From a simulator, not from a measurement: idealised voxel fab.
You're looking at the process module voxel wiring stack.
The cross-section shown here is cut; it is 210 nm wide and divided into square cells measuring 5 nm on a side.
When this document writes out a cross-section, it uses a grid of square cells and lists it as bands, beginning at the top and moving down, with a band standing for one or more rows of cells.
Heads up on the band format: heights come first, top then bottom, in nm. After that it's the materials left to right, each with its width in nm. A single material flagged "full width" fills the whole band edge to edge, and "empty" means there's empty space there.
Beneath 0, the wafer as received is one material, and that level is where height counting begins. The lowest band goes on downward without a bottom; it is written like "z 0 and below".
A two-number width, for instance "30..40", indicates that the width is equal to the first number in the top row of the band and to the second number in the bottom row, and that it changes by a constant amount per row of cells.
A step reported as "remained unchanged" is a step in which no cell of the cross-section changed.
Empty spaces counting at least 8 cells and having no open way to the top are listed in "Enclosed empty spaces". The notation width x height at distance is used for each, the distance being from the left edge and all three values in nm.
after a step's settings: what the simulator itself notes on the step
The line of a step may include "overlay nm". On a step with a mask, this value is how far to the right of its planned place the mask lay. A negative value means the mask lay to the left.
[Intended process steps]
step 1: RECEIVE | material Si
step 2: CONFORMAL_DEP | material SiO2 | thk nm 15
step 3: CONFORMAL_DEP | material SiCN | thk nm 5
step 4: DIRECTIONAL_DEP | material lowk | thk nm 15
step 5: PATTERN | tone open | mask id METAL_1 | material resist | width nm 30 | pitch nm 45 | thk nm 15 | overlay nm 0
step 6: DIRECTIONAL_ETCH | etch materials lowk | depth nm 15
step 7: DIRECTIONAL_ETCH | etch materials SiCN | depth nm 5
step 8: STRIP | etch materials resist
step 9: CONFORMAL_DEP | material TiN | thk nm 5
step 10: FILL_DEP | material W | thk nm 5
step 11: CMP | height nm 35
step 12: CONFORMAL_DEP | material SiCN | thk nm 5
step 13: DIRECTIONAL_DEP | material lowk | thk nm 20
step 14: PATTERN | tone open | mask id PLUG_1 | material resist | width nm 15 | pitch nm 45 | thk nm 20 | overlay nm 0
step 15: DIRECTIONAL_ETCH | etch materials lowk | depth nm 20
step 16: DIRECTIONAL_ETCH | etch materials SiCN | depth nm 5
step 17: STRIP | etch materials resist
step 18: CONFORMAL_DEP | material TiN | thk nm 5
step 19: FILL_DEP | material Ru | thk nm 10
step 20: CMP | height nm 60
step 21: DIRECTIONAL_DEP | material TiN | thk nm 5
step 22: DIRECTIONAL_DEP | material W | thk nm 25
step 23: DIRECTIONAL_DEP | material aC | thk nm 10
step 24: PATTERN | tone cover | mask id METAL_2 | material resist | width nm 20 | pitch nm 45 | thk nm 30 | overlay nm 0
step 25: DIRECTIONAL_ETCH | etch materials aC | depth nm 10
step 26: STRIP | etch materials resist
step 27: DIRECTIONAL_ETCH | etch materials W | depth nm 25
step 28: DIRECTIONAL_ETCH | etch materials TiN | depth nm 5
step 29: STRIP | etch materials aC
step 30: FILL_DEP | material lowk | thk nm 5
step 31: CMP | height nm 90
step 32: CONFORMAL_DEP | material SiCN | thk nm 5
step 33: DIRECTIONAL_DEP | material SiO2 | thk nm 35
step 34: PATTERN | tone open | mask id METAL_3_HOLES | material resist | width nm 15 | pitch nm 45 | thk nm 20 | overlay nm 0
step 35: DIRECTIONAL_ETCH | etch materials SiO2 | depth nm 35
step 36: STRIP | etch materials resist
step 37: DIRECTIONAL_DEP | material aC | thk nm 15
step 38: PATTERN | tone open | mask id METAL_3 | material resist | width nm 30 | pitch nm 45 | thk nm 30 | overlay nm 0
step 39: DIRECTIONAL_ETCH | etch materials aC | depth nm 15
step 40: STRIP | etch materials resist
step 41: DIRECTIONAL_ETCH | etch materials SiO2 | depth nm 20
step 42: DIRECTIONAL_ETCH | etch materials SiCN | depth nm 5
step 43: STRIP | etch materials aC
step 44: CONFORMAL_DEP | material TiN | thk nm 5
step 45: FILL_DEP | material Ru | thk nm 10
step 46: CMP | height nm 130
step 47: CONFORMAL_DEP | material SiN | thk nm 5
varied across the wafers: width nm of step 24. The plan shows the first wafer's value. All wafers start alike
[Cross-section, first of several wafers, as delivered after step 1]
- z 0 and below = Si full width
- Enclosed empty spaces: none
[Shown in cross-section: the first of several wafers at the end of the module, after its last step, step 47]
- z 135 to 130 = SiN full width
- z 130 to 115 = SiO2 (20) | TiN (5) | Ru (20) | TiN (5) | SiO2 (15) | TiN (5) | Ru (20) | TiN (5) | SiO2 (15) | TiN (5) | Ru (20) | TiN (5) | SiO2 (15) | TiN (5) | Ru (20) | TiN (5) | SiO2 (25)
- z 115 to 110 = SiO2 (20) | TiN (5) | Ru (5) | TiN (20) | SiO2 (15) | TiN (5) | Ru (5) | TiN (20) | SiO2 (15) | TiN (5) | Ru (5) | TiN (20) | SiO2 (15) | TiN (5) | Ru (5) | TiN (20) | SiO2 (25)
- z 110 to 95 = SiO2 (20) | TiN (5) | Ru (5) | TiN (5) | SiO2 (30) | TiN (5) | Ru (5) | TiN (5) | SiO2 (30) | TiN (5) | Ru (5) | TiN (5) | SiO2 (30) | TiN (5) | Ru (5) | TiN (5) | SiO2 (40)
- z 95 to 90 = SiCN (20) | TiN (15) | SiCN (30) | TiN (15) | SiCN (30) | TiN (15) | SiCN (30) | TiN (15) | SiCN (40)
- z 90 to 65 = lowk (25) | W (20) | lowk (25) | W (20) | lowk (25) | W (20) | lowk (25) | W (20) | lowk (30)
- z 65 to 60 = lowk (25) | TiN (20) | lowk (25) | TiN (20) | lowk (25) | TiN (20) | lowk (25) | TiN (20) | lowk (30)
- z 60 to 40 = lowk (20) | TiN (5) | Ru (5) | TiN (5) | lowk (30) | TiN (5) | Ru (5) | TiN (5) | lowk (30) | TiN (5) | Ru (5) | TiN (5) | lowk (30) | TiN (5) | Ru (5) | TiN (5) | lowk (40)
- z 40 to 35 = SiCN (20) | TiN (15) | SiCN (30) | TiN (15) | SiCN (30) | TiN (15) | SiCN (30) | TiN (15) | SiCN (40)
- z 35 to 20 = lowk (20) | TiN (5) | W (20) | TiN (5) | lowk (15) | TiN (5) | W (20) | TiN (5) | lowk (15) | TiN (5) | W (20) | TiN (5) | lowk (15) | TiN (5) | W (20) | TiN (5) | lowk (25)
- z 20 to 15 = SiCN (20) | TiN (30) | SiCN (15) | TiN (30) | SiCN (15) | TiN (30) | SiCN (15) | TiN (30) | SiCN (25)
- z 15 to 0 = SiO2 full width
- z 0 and below = Si full width
- Enclosed empty spaces: none
[Of the several wafers, the last: cross-section at the end of the module]
- z 135 to 130 = SiN full width
- z 130 to 115 = SiO2 (20) | TiN (5) | Ru (20) | TiN (5) | SiO2 (15) | TiN (5) | Ru (20) | TiN (5) | SiO2 (15) | TiN (5) | Ru (20) | TiN (5) | SiO2 (15) | TiN (5) | Ru (20) | TiN (5) | SiO2 (25)
- z 115 to 110 = SiO2 (20) | TiN (5) | Ru (5) | TiN (20) | SiO2 (15) | TiN (5) | Ru (5) | TiN (20) | SiO2 (15) | TiN (5) | Ru (5) | TiN (20) | SiO2 (15) | TiN (5) | Ru (5) | TiN (20) | SiO2 (25)
- z 110 to 95 = SiO2 (20) | TiN (5) | Ru (5) | TiN (5) | SiO2 (30) | TiN (5) | Ru (5) | TiN (5) | SiO2 (30) | TiN (5) | Ru (5) | TiN (5) | SiO2 (30) | TiN (5) | Ru (5) | TiN (5) | SiO2 (40)
- z 95 to 90 = SiCN (20) | TiN (15) | SiCN (30) | TiN (15) | SiCN (30) | TiN (15) | SiCN (30) | TiN (15) | SiCN (40)
- z 90 to 65 = lowk (20) | W (30) | lowk (15) | W (30) | lowk (15) | W (30) | lowk (15) | W (30) | lowk (25)
- z 65 to 60 = lowk (20) | TiN (30) | lowk (15) | TiN (30) | lowk (15) | TiN (30) | lowk (15) | TiN (30) | lowk (25)
- z 60 to 40 = lowk (20) | TiN (5) | Ru (5) | TiN (5) | lowk (30) | TiN (5) | Ru (5) | TiN (5) | lowk (30) | TiN (5) | Ru (5) | TiN (5) | lowk (30) | TiN (5) | Ru (5) | TiN (5) | lowk (40)
- z 40 to 35 = SiCN (20) | TiN (15) | SiCN (30) | TiN (15) | SiCN (30) | TiN (15) | SiCN (30) | TiN (15) | SiCN (40)
- z 35 to 20 = lowk (20) | TiN (5) | W (20) | TiN (5) | lowk (15) | TiN (5) | W (20) | TiN (5) | lowk (15) | TiN (5) | W (20) | TiN (5) | lowk (15) | TiN (5) | W (20) | TiN (5) | lowk (25)
- z 20 to 15 = SiCN (20) | TiN (30) | SiCN (15) | TiN (30) | SiCN (15) | TiN (30) | SiCN (15) | TiN (30) | SiCN (25)
- z 15 to 0 = SiO2 full width
- z 0 and below = Si full width
- Enclosed empty spaces: none
[Heads up, this table goes wafer by wafer. A row tells you, at the end of the module, how many cells of each material that wafer has put on (+) or dropped (-) since it was received, and then its closed voids]
width nm 20 | +80 Ru | +78 SiCN | +42 SiN | +288 SiO2 | +188 TiN | +128 W | +330 lowk | Enclosed empty spaces: none
width nm 25 | +80 Ru | +78 SiCN | +42 SiN | +288 SiO2 | +192 TiN | +148 W | +306 lowk | Enclosed empty spaces: none
width nm 30 | +80 Ru | +78 SiCN | +42 SiN | +288 SiO2 | +196 TiN | +168 W | +282 lowk | Enclosed empty spaces: none
